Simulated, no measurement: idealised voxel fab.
process module | voxel self aligned vias
cross-section cut | 295 nm wide | cells 5 nm
A cross-section is a grid of square cells, given in bands from the top down. A band is one or more rows of cells.
Each band's line starts with the height of the band's top and of its bottom, in nm. Then come its materials from left to right, each with its width in nm. One material with "throughout" fills the band from edge to edge. "air" is empty space.
Height 0 is the level under which the wafer as received is all one material. The lowest band goes on downwards, as in "0 down".
A width such as "30 to 40" changes by the same amount from each row of cells to the next, from the band's top row to its bottom row.
"no change" after a step means that no cell of the cross-section changed.
closed voids: empty space of 8 cells or more with no open way to the top, each as width x height at its distance from the left edge, in nm
after a step's settings: what the simulator itself notes on the step
overlay nm, on a step with a mask: how far to the right of its planned place the mask lay; to the left if negative
plan
1 op RECEIVE | material Si
2 op CONFORMAL_DEP | material SiO2 | thk nm 15
3 op CONFORMAL_DEP | material SiCN | thk nm 5
4 op DIRECTIONAL_DEP | material SiO2 | thk nm 30
5 op DIRECTIONAL_DEP | material aC | thk nm 15
6 op PATTERN | tone open | mask id LINES | material resist | width nm 20 | pitch nm 70 | thk nm 35 | overlay nm -15
7 op DIRECTIONAL_ETCH | etch materials aC | depth nm 15
8 op STRIP | etch materials resist
9 op DIRECTIONAL_ETCH | etch materials SiO2 | depth nm 30
10 op STRIP | etch materials aC
11 op CONFORMAL_DEP | material TiN | thk nm 5
12 op FILL_DEP | material W | thk nm 10
13 op CMP | height nm 50
14 op SELECTIVE_ETCH | etch materials W Ru TiN | depth nm 10
15 op FILL_DEP | material SiN | thk nm 5
16 op CMP | height nm 50
17 op DIRECTIONAL_DEP | material SiO2 | thk nm 20
18 op MASKED_ETCH | tone open | mask id VIAS | width nm 40 | pitch nm 140 | etch materials SiO2 | depth nm 20 | overlay nm 0
19 op MASKED_ETCH | tone open | mask id VIAS | width nm 40 | pitch nm 140 | etch materials SiN | depth nm 10 | overlay nm 0
20 op CONFORMAL_DEP | material TiN | thk nm 5
21 op FILL_DEP | material Ru | thk nm 10
22 op CMP | height nm 70
23 op CONFORMAL_DEP | material SiN | thk nm 5
varied across the wafers: overlay nm of step 6. The plan shows the first wafer's value. All wafers start alike
first wafer as received, after step 1
  0 down: Si throughout
  closed voids: none
first wafer at the end, after step 23
  75 to 70: SiN throughout
  70 to 55: SiO2 55 | TiN 5 | Ru 30 | TiN 5 | SiO2 100 | TiN 5 | Ru 30 | TiN 5 | SiO2 60
  55 to 50: SiO2 55 | TiN 5 | Ru 5 | TiN 30 | SiO2 100 | TiN 5 | Ru 5 | TiN 30 | SiO2 60
  50 to 45: SiO2 50 | SiN 5 | TiN 5 | Ru 5 | TiN 5 | SiO2 50 | SiN 20 | SiO2 50 | SiN 5 | TiN 5 | Ru 5 | TiN 5 | SiO2 85
  45 to 40: SiO2 50 | SiN 5 | TiN 15 | SiO2 50 | SiN 20 | SiO2 50 | SiN 5 | TiN 15 | SiO2 85
  40 to 25: SiO2 50 | TiN 5 | W 10 | TiN 5 | SiO2 50 | TiN 5 | W 10 | TiN 5 | SiO2 50 | TiN 5 | W 10 | TiN 5 | SiO2 85
  25 to 20: SiO2 50 | TiN 20 | SiO2 50 | TiN 20 | SiO2 50 | TiN 20 | SiO2 85
  20 to 15: SiCN throughout
  15 to 0: SiO2 throughout
  0 down: Si throughout
  closed voids: none
last wafer at the end
  75 to 70: SiN throughout
  70 to 55: SiO2 55 | TiN 5 | Ru 30 | TiN 5 | SiO2 100 | TiN 5 | Ru 30 | TiN 5 | SiO2 60
  55 to 50: SiO2 55 | TiN 30 | Ru 5 | TiN 5 | SiO2 100 | TiN 30 | Ru 5 | TiN 5 | SiO2 60
  50 to 45: SiO2 80 | TiN 5 | Ru 5 | TiN 5 | SiN 5 | SiO2 50 | SiN 20 | SiO2 50 | TiN 5 | Ru 5 | TiN 5 | SiN 5 | SiO2 55
  45 to 40: SiO2 80 | TiN 15 | SiN 5 | SiO2 50 | SiN 20 | SiO2 50 | TiN 15 | SiN 5 | SiO2 55
  40 to 25: SiO2 80 | TiN 5 | W 10 | TiN 5 | SiO2 50 | TiN 5 | W 10 | TiN 5 | SiO2 50 | TiN 5 | W 10 | TiN 5 | SiO2 55
  25 to 20: SiO2 80 | TiN 20 | SiO2 50 | TiN 20 | SiO2 50 | TiN 20 | SiO2 55
  20 to 15: SiCN throughout
  15 to 0: SiO2 throughout
  0 down: Si throughout
  closed voids: none
each wafer at the end: cells of each material gained (+) or lost (-) since it was received, then its closed voids
overlay nm -15 | +40 Ru | +59 SiCN | +71 SiN | +631 SiO2 | +66 TiN | +18 W | closed voids: none
overlay nm -10 | +44 Ru | +59 SiCN | +67 SiN | +631 SiO2 | +66 TiN | +18 W | closed voids: none
overlay nm -5 | +44 Ru | +59 SiCN | +67 SiN | +631 SiO2 | +66 TiN | +18 W | closed voids: none
overlay nm 0 | +44 Ru | +59 SiCN | +67 SiN | +631 SiO2 | +66 TiN | +18 W | closed voids: none
overlay nm 5 | +44 Ru | +59 SiCN | +67 SiN | +631 SiO2 | +66 TiN | +18 W | closed voids: none
overlay nm 10 | +44 Ru | +59 SiCN | +67 SiN | +631 SiO2 | +66 TiN | +18 W | closed voids: none
overlay nm 15 | +40 Ru | +59 SiCN | +71 SiN | +631 SiO2 | +66 TiN | +18 W | closed voids: none
